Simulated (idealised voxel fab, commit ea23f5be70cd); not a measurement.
Presented below is a process module, voxel capacitor over wiring.
Square cells of 5 nm make up the cross-section cut, whose width is 165 nm.
Format of a cross-section: grid, square cells. Given as bands. Order: top down. Band: one or more rows of cells. It is stipulated that each band's entry specify, in nanometres, the height of the top of the band and then that of its bottom, followed by the materials of the band in left-to-right sequence, each together with its width in nanometres. A single material marked by the word "edge to edge" is understood to fill the band from edge to edge; the word "empty" is understood to denote empty space. Convention: height 0 is the level below which the wafer, as received, is all one material. The lowest band does not terminate at the bottom but continues downward, represented as "0 and below". When a width is written as two numbers, as in "30->40", the first number is the width in the top row of cells of the band and the second is the width in its bottom row, and the width changes by the same amount from each row to the next. You'll sometimes find "no modification" written for a step, and that's the way of saying that nowhere in the cross-section did a cell change during that step. "Enclosed cavities" - sealed voids, min. 8 cells, no opening to top; format: width x height at distance (distance from left edge; nm throughout). The remark found on a step's line after its settings is issued by the simulator itself and pertains to that step. overlay nm: mask offset rightward from planned place, masked step; negative means leftward offset.
## The process steps that were planned are listed below
1) RECEIVE [material Si]
2) CONFORMAL_DEP [material SiO2] [thk nm 10]
3) CONFORMAL_DEP [material SiN] [thk nm 5]
4) DIRECTIONAL_DEP [material lowk] [thk nm 20]
5) DIRECTIONAL_DEP [material aC] [thk nm 15]
6) PATTERN [tone open] [mask id METAL_1] [material resist] [width nm 20] [pitch nm 90] [thk nm 35] [overlay nm 0]
7) DIRECTIONAL_ETCH [etch materials aC] [depth nm 15]
8) STRIP [etch materials resist]
9) DIRECTIONAL_ETCH [etch materials lowk] [depth nm 20]
10) DIRECTIONAL_ETCH [etch materials SiN] [depth nm 5]
11) STRIP [etch materials aC]
12) CONFORMAL_DEP [material TiN] [thk nm 5]
13) FILL_DEP [material Cu] [thk nm 5]
14) CMP [height nm 35]
15) CONFORMAL_DEP [material SiCN] [thk nm 5]
16) DIRECTIONAL_DEP [material lowk] [thk nm 20]
17) PATTERN [tone open] [mask id PLUG_1] [material resist] [width nm 15] [thk nm 15] [overlay nm 0]
18) DIRECTIONAL_ETCH [etch materials lowk] [depth nm 20]
19) DIRECTIONAL_ETCH [etch materials SiCN] [depth nm 5]
20) STRIP [etch materials resist]
21) EPI [material Ru] [thk nm 10]
22) EPI [material Ru] [thk nm 10]
23) EPI [material Ru] [thk nm 5]
24) DIRECTIONAL_DEP [material TiN] [thk nm 5]
25) DIRECTIONAL_DEP [material HfO2] [thk nm 5]
26) DIRECTIONAL_DEP [material TiN] [thk nm 5]
27) MASKED_ETCH [tone cover] [mask id UPPER_PLATE] [width nm 75] [etch materials TiN] [depth nm 5] [overlay nm 0]
28) MASKED_ETCH [tone cover] [mask id UPPER_PLATE] [width nm 75] [etch materials HfO2] [depth nm 5] [overlay nm 0]
29) PATTERN [tone cover] [mask id LOWER_PLATE] [material resist] [width nm 85] [thk nm 20] [overlay nm 0]
30) DIRECTIONAL_ETCH [etch materials TiN] [depth nm 5]
31) STRIP [etch materials resist]
32) FILL_DEP [material SiO2] [thk nm 15]
33) CMP [height nm 85]
34) DIRECTIONAL_DEP [material aC] [thk nm 10]
35) PATTERN [tone open] [mask id PLUG_2] [material resist] [width nm 15] [thk nm 30] [overlay nm 0]
36) DIRECTIONAL_ETCH [etch materials aC] [depth nm 10]
37) STRIP [etch materials resist]
38) DIRECTIONAL_ETCH [etch materials SiO2] [depth nm 10]
39) STRIP [etch materials aC]
40) CONFORMAL_DEP [material TiN] [thk nm 5]
41) FILL_DEP [material Cu] [thk nm 10]
42) CMP [height nm 85]
43) CONFORMAL_DEP [material SiCN] [thk nm 5]
## Incoming wafer in cross-section (state: after step 1)
	0 and below = Si edge to edge
	Enclosed cavities: none
## As-planned run: cross-section of the first of two wafers at end of module
	90 down to 85 = SiCN edge to edge
	85 down to 80 = SiO2: 40  TiN: 5  Cu: 5  TiN: 5  SiO2: 110
	80 down to 70 = SiO2: 40->30  TiN: 15->75  SiO2: 110->60
	70 down to 65 = SiO2: 30  HfO2: 75  SiO2: 60
	65 down to 60 = SiO2: 25  TiN: 85  SiO2: 55
	60 down to 40 = lowk: 30  Ru: 15  lowk: 120
	40 down to 35 = SiCN: 30  Ru: 15  SiCN: 120
	35 down to 15 = lowk: 25  TiN: 5  Cu: 10  TiN: 5  lowk: 70  TiN: 5  Cu: 10  TiN: 5  lowk: 30
	15 down to 10 = SiN: 25  TiN: 20  SiN: 70  TiN: 20  SiN: 30
	10 down to 0 = SiO2 edge to edge
	0 and below = Si edge to edge
	Enclosed cavities: none
## Wafer two, sectioned after the module: the first wafer's start, the first wafer's plan, and one mistake in how it was run
	90 down to 85 = SiCN edge to edge
	85 down to 80 = SiO2: 30  TiN: 25  SiO2: 110
	80 down to 75 = SiO2: 30  HfO2: 25  SiO2: 110
	75 down to 70 = SiO2: 25  TiN: 80  SiO2: 60
	70 down to 65 = SiO2: 20  Ru: 35  HfO2: 50  SiO2: 60
	65 down to 60 = SiO2: 20  Ru: 35  TiN: 55  SiO2: 55
	60 down to 40 = lowk: 30  Ru: 15  lowk: 120
	40 down to 35 = SiCN: 30  Ru: 15  SiCN: 120
	35 down to 15 = lowk: 25  TiN: 5  Cu: 10  TiN: 5  lowk: 70  TiN: 5  Cu: 10  TiN: 5  lowk: 30
	15 down to 10 = SiN: 25  TiN: 20  SiN: 70  TiN: 20  SiN: 30
	10 down to 0 = SiO2 edge to edge
	0 and below = Si edge to edge
	Enclosed cavities: none
Nonconformance to the process plan: note: one of steps 21 and 22 (identical) was run twice; cannot identify which
Per the end-of-run cell counts, the second wafer holds more or fewer of some materials than the first: Cu: 1 fewer | Ru: 14 more | SiO2: 8 fewer | TiN: 5 fewer
